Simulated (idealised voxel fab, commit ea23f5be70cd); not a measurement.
The name of this process module is voxel capacitor over wiring.
The figure presents cross-section cut, which has a width of 170 nm and is divided into square cells with an edge length of 5 nm.
Each cross-section below is a grid of square cells, stated as bands in top-down order, with one or more rows of cells making up each band. The entry gives the band's vertical extent as a top height and a bottom height in nm, then its horizontal make-up as materials from left to right, each with a width in nm. "empty" stands for empty space; a single material marked "throughout" fills the band edge to edge. Height is counted from the level 0, under which the received wafer is composed throughout of one material. The lowest of the bands is not closed at the bottom but continues downward, in the notation "z 0 and below". Think of "30..40" as a width that walks from the first number to the second as you go down the band, top row to bottom row, taking equal-sized steps from row to row. Given "identical to before" for a step, no cell of the cross-section differs between before and after that step. Any empty space of 8 cells or more lacking an open way to the top shows up in "Unvented voids" as width x height at distance, distance from the left edge, in nm. Step line, after settings: the simulator's comment on this step. A step's line can hold "overlay nm"; with a mask on that step, the setting says how far right of the planned place the mask lay, while a negative setting says it lay to the left.

Planned process steps:
1) RECEIVE with material Si
2) CONFORMAL_DEP with material SiO2, thk nm 10
3) CONFORMAL_DEP with material SiN, thk nm 5
4) DIRECTIONAL_DEP with material SiO2, thk nm 15
5) PATTERN with tone open, mask id METAL_1, material resist, width nm 30, pitch nm 95, thk nm 15, overlay nm 0
6) DIRECTIONAL_ETCH with etch materials SiO2, depth nm 15
7) DIRECTIONAL_ETCH with etch materials SiN, depth nm 5
8) STRIP with etch materials resist
9) CONFORMAL_DEP with material TiN, thk nm 5
10) FILL_DEP with material Cu, thk nm 5
11) CMP with height nm 30
12) CONFORMAL_DEP with material SiCN, thk nm 5
13) DIRECTIONAL_DEP with material SiO2, thk nm 10
14) DIRECTIONAL_DEP with material aC, thk nm 10
15) PATTERN with tone open, mask id PLUG_1, material resist, width nm 15, thk nm 25, overlay nm 0
16) DIRECTIONAL_ETCH with etch materials aC, depth nm 10
17) STRIP with etch materials resist
18) DIRECTIONAL_ETCH with etch materials SiO2, depth nm 10
19) DIRECTIONAL_ETCH with etch materials SiCN, depth nm 5
20) STRIP with etch materials aC
21) CONFORMAL_DEP with material TiN, thk nm 5
22) FILL_DEP with material Ru, thk nm 5
23) CMP with height nm 45
24) DIRECTIONAL_DEP with material TiN, thk nm 10
25) DIRECTIONAL_DEP with material HfO2, thk nm 5
26) DIRECTIONAL_DEP with material TiN, thk nm 10
27) MASKED_ETCH with tone cover, mask id UPPER_PLATE, width nm 70, etch materials TiN, depth nm 10, overlay nm 0
28) MASKED_ETCH with tone cover, mask id UPPER_PLATE, width nm 70, etch materials HfO2, depth nm 5, overlay nm 0
29) DIRECTIONAL_DEP with material aC, thk nm 15
30) PATTERN with tone cover, mask id LOWER_PLATE, material resist, width nm 80, thk nm 30, overlay nm 0
31) DIRECTIONAL_ETCH with etch materials aC, depth nm 15
32) STRIP with etch materials resist
33) DIRECTIONAL_ETCH with etch materials TiN, depth nm 10
34) STRIP with etch materials aC
35) FILL_DEP with material SiO2, thk nm 15
36) CMP with height nm 80
37) PATTERN with tone open, mask id PLUG_2, material resist, width nm 15, thk nm 15, overlay nm 0
38) DIRECTIONAL_ETCH with etch materials SiO2, depth nm 10
39) STRIP with etch materials resist
40) CONFORMAL_DEP with material TiN, thk nm 5
41) FILL_DEP with material Ru, thk nm 10
42) CMP with height nm 80
43) CONFORMAL_DEP with material SiCN, thk nm 5

Cross-section of the wafer upon arrival, representing the state reached after step 1:
- z 0 and below = Si throughout
- Unvented voids: none

Cross-section taken at module completion on the first of two wafers; processed per the plan:
- z 85 to 80 = SiCN throughout
- z 80 to 75 = 45 SiO2 / 5 TiN / 5 Ru / 5 TiN / 110 SiO2
- z 75 to 70 = 45 SiO2 / 15 TiN / 110 SiO2
- z 70 to 60 = 35 SiO2 / 70 TiN / 65 SiO2
- z 60 to 55 = 35 SiO2 / 70 HfO2 / 65 SiO2
- z 55 to 45 = 30 SiO2 / 80 TiN / 60 SiO2
- z 45 to 35 = 35 SiO2 / 5 TiN / 5 Ru / 5 TiN / 120 SiO2
- z 35 to 30 = 35 SiCN / 15 TiN / 120 SiCN
- z 30 to 15 = 20 SiO2 / 5 TiN / 20 Cu / 5 TiN / 65 SiO2 / 5 TiN / 20 Cu / 5 TiN / 25 SiO2
- z 15 to 10 = 20 SiN / 30 TiN / 65 SiN / 30 TiN / 25 SiN
- z 10 to 0 = SiO2 throughout
- z 0 and below = Si throughout
- Unvented voids: none

This is the second of the two wafers, cross-sectioned at the end of the module; it started exactly like the first and was given the same plan, but it was run with one mistake:
- z 85 to 80 = SiCN throughout
- z 80 to 75 = 45 SiO2 / 5 TiN / 5 Ru / 5 TiN / 110 SiO2
- z 75 to 70 = 45 SiO2 / 15 TiN / 110 SiO2
- z 70 to 60 = 35 SiO2 / 70 TiN / 65 SiO2
- z 60 to 55 = 35 SiO2 / 70 HfO2 / 65 SiO2
- z 55 to 45 = 30 SiO2 / 85 TiN / 55 SiO2
- z 45 to 35 = 35 SiO2 / 5 TiN / 5 Ru / 5 TiN / 120 SiO2
- z 35 to 30 = 35 SiCN / 15 TiN / 120 SiCN
- z 30 to 15 = 20 SiO2 / 5 TiN / 20 Cu / 5 TiN / 65 SiO2 / 5 TiN / 20 Cu / 5 TiN / 25 SiO2
- z 15 to 10 = 20 SiN / 30 TiN / 65 SiN / 30 TiN / 25 SiN
- z 10 to 0 = SiO2 throughout
- z 0 and below = Si throughout
- Unvented voids: none
what went wrong: step 30 did not use the planned setting and instead ran as PATTERN with tone cover, mask id LOWER_PLATE, material resist, width nm 85, thk nm 30, overlay nm 0
at the end the second wafer has, in cells: -2 SiO2 | +2 TiN
